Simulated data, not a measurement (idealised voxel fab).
process module | voxel wiring stack
cross-section cut | 170 nm wide | cells 5 nm
A cross-section is a grid of square cells, given in bands from the top down. A band is one or more rows of cells.
Each band's line starts with the height of the band's top and of its bottom, in nm. Then come its materials from left to right, each with its width in nm. One material with "throughout" fills the band from edge to edge. "air" is empty space.
Height 0 is the level under which the wafer as received is all one material. The lowest band goes on downwards, as in "0 down".
A width such as "30 to 40" changes by the same amount from each row of cells to the next, from the band's top row to its bottom row.
"no change" after a step means that no cell of the cross-section changed.
closed voids: empty space of 8 cells or more with no open way to the top, each as width x height at its distance from the left edge, in nm
after a step's settings: what the simulator itself notes on the step
overlay nm, on a step with a mask: how far to the right of its planned place the mask lay; to the left if negative
plan
1 op RECEIVE | material Si
2 op CONFORMAL_DEP | material SiO2 | thk nm 10
3 op CONFORMAL_DEP | material SiN | thk nm 5
4 op DIRECTIONAL_DEP | material lowk | thk nm 15
5 op PATTERN | tone open | mask id METAL_1 | material resist | width nm 20 | pitch nm 35 | thk nm 20 | overlay nm 0
6 op DIRECTIONAL_ETCH | etch materials lowk | depth nm 15
7 op DIRECTIONAL_ETCH | etch materials SiN | depth nm 5
8 op STRIP | etch materials resist
9 op CONFORMAL_DEP | material TiN | thk nm 5
10 op FILL_DEP | material Ru | thk nm 10
11 op CMP | height nm 30
12 op EPI | material Ru | thk nm 5
13 op FILL_DEP | material SiCN | thk nm 5
14 op DIRECTIONAL_DEP | material SiO2 | thk nm 10
15 op DIRECTIONAL_DEP | material aC | thk nm 15
16 op PATTERN | tone open | mask id PLUG_1 | material resist | width nm 15 | pitch nm 35 | thk nm 35 | overlay nm 0
17 op DIRECTIONAL_ETCH | etch materials aC | depth nm 15
18 op STRIP | etch materials resist
19 op DIRECTIONAL_ETCH | etch materials SiO2 | depth nm 10
20 op DIRECTIONAL_ETCH | etch materials SiCN | depth nm 5
21 op STRIP | etch materials aC
22 op EPI | material Ru | thk nm 10
23 op EPI | material Ru | thk nm 5
24 op CONFORMAL_DEP | material SiN | thk nm 5
25 op DIRECTIONAL_DEP | material lowk | thk nm 15
26 op MASKED_ETCH | tone open | mask id METAL_2 | width nm 20 | pitch nm 35 | etch materials lowk | depth nm 15 | overlay nm 0
27 op MASKED_ETCH | tone open | mask id METAL_2 | width nm 20 | pitch nm 35 | etch materials SiN | depth nm 5 | overlay nm 0
28 op CONFORMAL_DEP | material TiN | thk nm 5
29 op FILL_DEP | material W | thk nm 5
30 op CMP | height nm 70
31 op EPI | material Ru | thk nm 5
32 op FILL_DEP | material SiCN | thk nm 5
33 op DIRECTIONAL_DEP | material SiO2 | thk nm 30
34 op MASKED_ETCH | tone open | mask id METAL_3 | width nm 20 | pitch nm 35 | etch materials SiO2 | depth nm 15 | overlay nm 0
35 op PATTERN | tone open | mask id METAL_3_HOLES | material resist | width nm 15 | pitch nm 35 | thk nm 15 | overlay nm 0
36 op DIRECTIONAL_ETCH | etch materials SiO2 | depth nm 15
37 op DIRECTIONAL_ETCH | etch materials SiCN | depth nm 5
38 op STRIP | etch materials resist
39 op CONFORMAL_DEP | material TiN | thk nm 5
40 op FILL_DEP | material Ru | thk nm 10
41 op CMP | height nm 110
42 op CONFORMAL_DEP | material SiN | thk nm 5
first wafer, as planned
as received, after step 1
  0 down: Si throughout
  closed voids: none
after step 2
  10 to 0: SiO2 throughout
  below 0: unchanged
after step 3
  15 to 10: SiN throughout
  below 10: unchanged
after step 4
  30 to 15: lowk throughout
  below 15: unchanged
after step 5
  50 to 30: resist 20 | air 20 | resist 15 | air 20 | resist 15 | air 20 | resist 15 | air 20 | resist 25
  below 30: unchanged
after step 6
  50 to 30: resist 20 | air 20 | resist 15 | air 20 | resist 15 | air 20 | resist 15 | air 20 | resist 25
  30 to 15: lowk 20 | air 20 | lowk 15 | air 20 | lowk 15 | air 20 | lowk 15 | air 20 | lowk 25
  below 15: unchanged
after step 7
  50 to 30: resist 20 | air 20 | resist 15 | air 20 | resist 15 | air 20 | resist 15 | air 20 | resist 25
  30 to 15: lowk 20 | air 20 | lowk 15 | air 20 | lowk 15 | air 20 | lowk 15 | air 20 | lowk 25
  15 to 10: SiN 20 | air 20 | SiN 15 | air 20 | SiN 15 | air 20 | SiN 15 | air 20 | SiN 25
  below 10: unchanged
after step 8
  30 to 15: lowk 20 | air 20 | lowk 15 | air 20 | lowk 15 | air 20 | lowk 15 | air 20 | lowk 25
  below 15: unchanged
after step 9
  35 to 30: TiN 25 | air 10 | TiN 25 | air 10 | TiN 25 | air 10 | TiN 25 | air 10 | TiN 30
  30 to 15: lowk 20 | TiN 5 | air 10 | TiN 5 | lowk 15 | TiN 5 | air 10 | TiN 5 | lowk 15 | TiN 5 | air 10 | TiN 5 | lowk 15 | TiN 5 | air 10 | TiN 5 | lowk 25
  15 to 10: SiN 20 | TiN 20 | SiN 15 | TiN 20 | SiN 15 | TiN 20 | SiN 15 | TiN 20 | SiN 25
  below 10: unchanged
after step 10
  45 to 35: Ru throughout
  35 to 30: TiN 25 | Ru 10 | TiN 25 | Ru 10 | TiN 25 | Ru 10 | TiN 25 | Ru 10 | TiN 30
  30 to 15: lowk 20 | TiN 5 | Ru 10 | TiN 5 | lowk 15 | TiN 5 | Ru 10 | TiN 5 | lowk 15 | TiN 5 | Ru 10 | TiN 5 | lowk 15 | TiN 5 | Ru 10 | TiN 5 | lowk 25
  below 15: unchanged
after step 11
  30 to 15: lowk 20 | TiN 5 | Ru 10 | TiN 5 | lowk 15 | TiN 5 | Ru 10 | TiN 5 | lowk 15 | TiN 5 | Ru 10 | TiN 5 | lowk 15 | TiN 5 | Ru 10 | TiN 5 | lowk 25
  below 15: unchanged
after step 12
  35 to 30: air 15 | Ru 30 | air 5 | Ru 30 | air 5 | Ru 30 | air 5 | Ru 30 | air 20
  below 30: unchanged
after step 13
  40 to 35: SiCN throughout
  35 to 30: SiCN 15 | Ru 30 | SiCN 5 | Ru 30 | SiCN 5 | Ru 30 | SiCN 5 | Ru 30 | SiCN 20
  below 30: unchanged
after step 14
  50 to 40: SiO2 throughout
  below 40: unchanged
after step 15
  65 to 50: aC throughout
  below 50: unchanged
after step 16
  100 to 65: resist 20 | air 15 | resist 20 | air 15 | resist 20 | air 15 | resist 20 | air 15 | resist 30
  below 65: unchanged
after step 17
  85 to 65: resist 20 | air 15 | resist 20 | air 15 | resist 20 | air 15 | resist 20 | air 15 | resist 30
  65 to 50: aC 20 | air 15 | aC 20 | air 15 | aC 20 | air 15 | aC 20 | air 15 | aC 30
  below 50: unchanged
after step 18
  65 to 50: aC 20 | air 15 | aC 20 | air 15 | aC 20 | air 15 | aC 20 | air 15 | aC 30
  below 50: unchanged
after step 19
  65 to 50: aC 20 | air 15 | aC 20 | air 15 | aC 20 | air 15 | aC 20 | air 15 | aC 30
  50 to 40: SiO2 20 | air 15 | SiO2 20 | air 15 | SiO2 20 | air 15 | SiO2 20 | air 15 | SiO2 30
  below 40: unchanged
after step 20
  65 to 50: aC 20 | air 15 | aC 20 | air 15 | aC 20 | air 15 | aC 20 | air 15 | aC 30
  50 to 40: SiO2 20 | air 15 | SiO2 20 | air 15 | SiO2 20 | air 15 | SiO2 20 | air 15 | SiO2 30
  40 to 35: SiCN 20 | air 15 | SiCN 20 | air 15 | SiCN 20 | air 15 | SiCN 20 | air 15 | SiCN 30
  below 35: unchanged
after step 21
  50 to 40: SiO2 20 | air 15 | SiO2 20 | air 15 | SiO2 20 | air 15 | SiO2 20 | air 15 | SiO2 30
  below 40: unchanged
after step 22
  50 to 45: SiO2 20 | air 15 | SiO2 20 | air 15 | SiO2 20 | air 15 | SiO2 20 | air 15 | SiO2 30
  45 to 40: SiO2 20 | Ru 15 | SiO2 20 | Ru 15 | SiO2 20 | Ru 15 | SiO2 20 | Ru 15 | SiO2 30
  40 to 30: SiCN 20 to 15 | Ru 15 to 30 | SiCN 20 to 5 | Ru 15 to 30 | SiCN 20 to 5 | Ru 15 to 30 | SiCN 20 to 5 | Ru 15 to 30 | SiCN 30 to 20
  below 30: unchanged
after step 23
  50 to 40: SiO2 20 | Ru 15 | SiO2 20 | Ru 15 | SiO2 20 | Ru 15 | SiO2 20 | Ru 15 | SiO2 30
  below 40: unchanged
after step 24
  55 to 50: SiN throughout
  below 50: unchanged
after step 25
  70 to 55: lowk throughout
  below 55: unchanged
after step 26
  70 to 55: lowk 20 | air 20 | lowk 15 | air 20 | lowk 15 | air 20 | lowk 15 | air 20 | lowk 25
  below 55: unchanged
after step 27
  70 to 55: lowk 20 | air 20 | lowk 15 | air 20 | lowk 15 | air 20 | lowk 15 | air 20 | lowk 25
  55 to 50: SiN 20 | air 20 | SiN 15 | air 20 | SiN 15 | air 20 | SiN 15 | air 20 | SiN 25
  below 50: unchanged
after step 28
  75 to 70: TiN 25 | air 10 | TiN 25 | air 10 | TiN 25 | air 10 | TiN 25 | air 10 | TiN 30
  70 to 55: lowk 20 | TiN 5 | air 10 | TiN 5 | lowk 15 | TiN 5 | air 10 | TiN 5 | lowk 15 | TiN 5 | air 10 | TiN 5 | lowk 15 | TiN 5 | air 10 | TiN 5 | lowk 25
  55 to 50: SiN 20 | TiN 20 | SiN 15 | TiN 20 | SiN 15 | TiN 20 | SiN 15 | TiN 20 | SiN 25
  below 50: unchanged
after step 29
  80 to 75: W throughout
  75 to 70: TiN 25 | W 10 | TiN 25 | W 10 | TiN 25 | W 10 | TiN 25 | W 10 | TiN 30
  70 to 55: lowk 20 | TiN 5 | W 10 | TiN 5 | lowk 15 | TiN 5 | W 10 | TiN 5 | lowk 15 | TiN 5 | W 10 | TiN 5 | lowk 15 | TiN 5 | W 10 | TiN 5 | lowk 25
  below 55: unchanged
after step 30
  70 to 55: lowk 20 | TiN 5 | W 10 | TiN 5 | lowk 15 | TiN 5 | W 10 | TiN 5 | lowk 15 | TiN 5 | W 10 | TiN 5 | lowk 15 | TiN 5 | W 10 | TiN 5 | lowk 25
  below 55: unchanged
after step 31
  75 to 70: air 15 | Ru 30 | air 5 | Ru 30 | air 5 | Ru 30 | air 5 | Ru 30 | air 20
  below 70: unchanged
after step 32
  80 to 75: SiCN throughout
  75 to 70: SiCN 15 | Ru 30 | SiCN 5 | Ru 30 | SiCN 5 | Ru 30 | SiCN 5 | Ru 30 | SiCN 20
  below 70: unchanged
after step 33
  110 to 80: SiO2 throughout
  below 80: unchanged
after step 34
  110 to 95: SiO2 20 | air 20 | SiO2 15 | air 20 | SiO2 15 | air 20 | SiO2 15 | air 20 | SiO2 25
  below 95: unchanged
after step 35
  125 to 110: resist 20 | air 15 | resist 20 | air 15 | resist 20 | air 15 | resist 20 | air 15 | resist 30
  110 to 95: SiO2 20 | air 15 | resist 5 | SiO2 15 | air 15 | resist 5 | SiO2 15 | air 15 | resist 5 | SiO2 15 | air 15 | resist 5 | SiO2 25
  below 95: unchanged
after step 36
  125 to 110: resist 20 | air 15 | resist 20 | air 15 | resist 20 | air 15 | resist 20 | air 15 | resist 30
  110 to 95: SiO2 20 | air 15 | resist 5 | SiO2 15 | air 15 | resist 5 | SiO2 15 | air 15 | resist 5 | SiO2 15 | air 15 | resist 5 | SiO2 25
  95 to 80: SiO2 20 | air 15 | SiO2 20 | air 15 | SiO2 20 | air 15 | SiO2 20 | air 15 | SiO2 30
  below 80: unchanged
after step 37
  125 to 110: resist 20 | air 15 | resist 20 | air 15 | resist 20 | air 15 | resist 20 | air 15 | resist 30
  110 to 95: SiO2 20 | air 15 | resist 5 | SiO2 15 | air 15 | resist 5 | SiO2 15 | air 15 | resist 5 | SiO2 15 | air 15 | resist 5 | SiO2 25
  95 to 80: SiO2 20 | air 15 | SiO2 20 | air 15 | SiO2 20 | air 15 | SiO2 20 | air 15 | SiO2 30
  80 to 75: SiCN 20 | air 15 | SiCN 20 | air 15 | SiCN 20 | air 15 | SiCN 20 | air 15 | SiCN 30
  below 75: unchanged
after step 38
  110 to 95: SiO2 20 | air 20 | SiO2 15 | air 20 | SiO2 15 | air 20 | SiO2 15 | air 20 | SiO2 25
  below 95: unchanged
after step 39
  115 to 110: TiN 25 | air 10 | TiN 25 | air 10 | TiN 25 | air 10 | TiN 25 | air 10 | TiN 30
  110 to 100: SiO2 20 | TiN 5 | air 10 | TiN 5 | SiO2 15 | TiN 5 | air 10 | TiN 5 | SiO2 15 | TiN 5 | air 10 | TiN 5 | SiO2 15 | TiN 5 | air 10 | TiN 5 | SiO2 25
  100 to 95: SiO2 20 | TiN 5 | air 5 | TiN 10 | SiO2 15 | TiN 5 | air 5 | TiN 10 | SiO2 15 | TiN 5 | air 5 | TiN 10 | SiO2 15 | TiN 5 | air 5 | TiN 10 | SiO2 25
  95 to 80: SiO2 20 | TiN 5 | air 5 | TiN 5 | SiO2 20 | TiN 5 | air 5 | TiN 5 | SiO2 20 | TiN 5 | air 5 | TiN 5 | SiO2 20 | TiN 5 | air 5 | TiN 5 | SiO2 30
  80 to 75: SiCN 20 | TiN 15 | SiCN 20 | TiN 15 | SiCN 20 | TiN 15 | SiCN 20 | TiN 15 | SiCN 30
  below 75: unchanged
after step 40
  125 to 115: Ru throughout
  115 to 110: TiN 25 | Ru 10 | TiN 25 | Ru 10 | TiN 25 | Ru 10 | TiN 25 | Ru 10 | TiN 30
  110 to 100: SiO2 20 | TiN 5 | Ru 10 | TiN 5 | SiO2 15 | TiN 5 | Ru 10 | TiN 5 | SiO2 15 | TiN 5 | Ru 10 | TiN 5 | SiO2 15 | TiN 5 | Ru 10 | TiN 5 | SiO2 25
  100 to 95: SiO2 20 | TiN 5 | Ru 5 | TiN 10 | SiO2 15 | TiN 5 | Ru 5 | TiN 10 | SiO2 15 | TiN 5 | Ru 5 | TiN 10 | SiO2 15 | TiN 5 | Ru 5 | TiN 10 | SiO2 25
  95 to 80: SiO2 20 | TiN 5 | Ru 5 | TiN 5 | SiO2 20 | TiN 5 | Ru 5 | TiN 5 | SiO2 20 | TiN 5 | Ru 5 | TiN 5 | SiO2 20 | TiN 5 | Ru 5 | TiN 5 | SiO2 30
  below 80: unchanged
after step 41
  110 to 100: SiO2 20 | TiN 5 | Ru 10 | TiN 5 | SiO2 15 | TiN 5 | Ru 10 | TiN 5 | SiO2 15 | TiN 5 | Ru 10 | TiN 5 | SiO2 15 | TiN 5 | Ru 10 | TiN 5 | SiO2 25
  below 100: unchanged
after step 42
  115 to 110: SiN throughout
  below 110: unchanged
second wafer: like start, like plan, one mistake. Through step 33 it matches the first wafer
when step 34 should have ended
  110 to 80: SiO2 20 | air 20 | SiO2 15 | air 20 | SiO2 15 | air 20 | SiO2 15 | air 20 | SiO2 25
  below 80: unchanged
when step 35 should have ended
  125 to 110: resist 20 | air 15 | resist 20 | air 15 | resist 20 | air 15 | resist 20 | air 15 | resist 30
  110 to 80: SiO2 20 | air 15 | resist 5 | SiO2 15 | air 15 | resist 5 | SiO2 15 | air 15 | resist 5 | SiO2 15 | air 15 | resist 5 | SiO2 25
  below 80: unchanged
when step 36 should have ended: no change
when step 37 should have ended
  125 to 110: resist 20 | air 15 | resist 20 | air 15 | resist 20 | air 15 | resist 20 | air 15 | resist 30
  110 to 80: SiO2 20 | air 15 | resist 5 | SiO2 15 | air 15 | resist 5 | SiO2 15 | air 15 | resist 5 | SiO2 15 | air 15 | resist 5 | SiO2 25
  80 to 75: SiCN 20 | air 15 | SiCN 20 | air 15 | SiCN 20 | air 15 | SiCN 20 | air 15 | SiCN 30
  below 75: unchanged
when step 38 should have ended
  110 to 80: SiO2 20 | air 20 | SiO2 15 | air 20 | SiO2 15 | air 20 | SiO2 15 | air 20 | SiO2 25
  below 80: unchanged
when step 39 should have ended
  115 to 110: TiN 25 | air 10 | TiN 25 | air 10 | TiN 25 | air 10 | TiN 25 | air 10 | TiN 30
  110 to 85: SiO2 20 | TiN 5 | air 10 | TiN 5 | SiO2 15 | TiN 5 | air 10 | TiN 5 | SiO2 15 | TiN 5 | air 10 | TiN 5 | SiO2 15 | TiN 5 | air 10 | TiN 5 | SiO2 25
  85 to 80: SiO2 20 | TiN 5 | air 5 | TiN 10 | SiO2 15 | TiN 5 | air 5 | TiN 10 | SiO2 15 | TiN 5 | air 5 | TiN 10 | SiO2 15 | TiN 5 | air 5 | TiN 10 | SiO2 25
  80 to 75: SiCN 20 | TiN 15 | SiCN 20 | TiN 15 | SiCN 20 | TiN 15 | SiCN 20 | TiN 15 | SiCN 30
  below 75: unchanged
when step 40 should have ended
  125 to 115: Ru throughout
  115 to 110: TiN 25 | Ru 10 | TiN 25 | Ru 10 | TiN 25 | Ru 10 | TiN 25 | Ru 10 | TiN 30
  110 to 85: SiO2 20 | TiN 5 | Ru 10 | TiN 5 | SiO2 15 | TiN 5 | Ru 10 | TiN 5 | SiO2 15 | TiN 5 | Ru 10 | TiN 5 | SiO2 15 | TiN 5 | Ru 10 | TiN 5 | SiO2 25
  85 to 80: SiO2 20 | TiN 5 | Ru 5 | TiN 10 | SiO2 15 | TiN 5 | Ru 5 | TiN 10 | SiO2 15 | TiN 5 | Ru 5 | TiN 10 | SiO2 15 | TiN 5 | Ru 5 | TiN 10 | SiO2 25
  below 80: unchanged
when step 41 should have ended
  110 to 85: SiO2 20 | TiN 5 | Ru 10 | TiN 5 | SiO2 15 | TiN 5 | Ru 10 | TiN 5 | SiO2 15 | TiN 5 | Ru 10 | TiN 5 | SiO2 15 | TiN 5 | Ru 10 | TiN 5 | SiO2 25
  below 85: unchanged
when step 42 should have ended
  115 to 110: SiN throughout
  below 110: unchanged
what went wrong: step 34 was run twice
at the end the second wafer has, in cells: 12 more of Ru | 12 fewer of SiO2
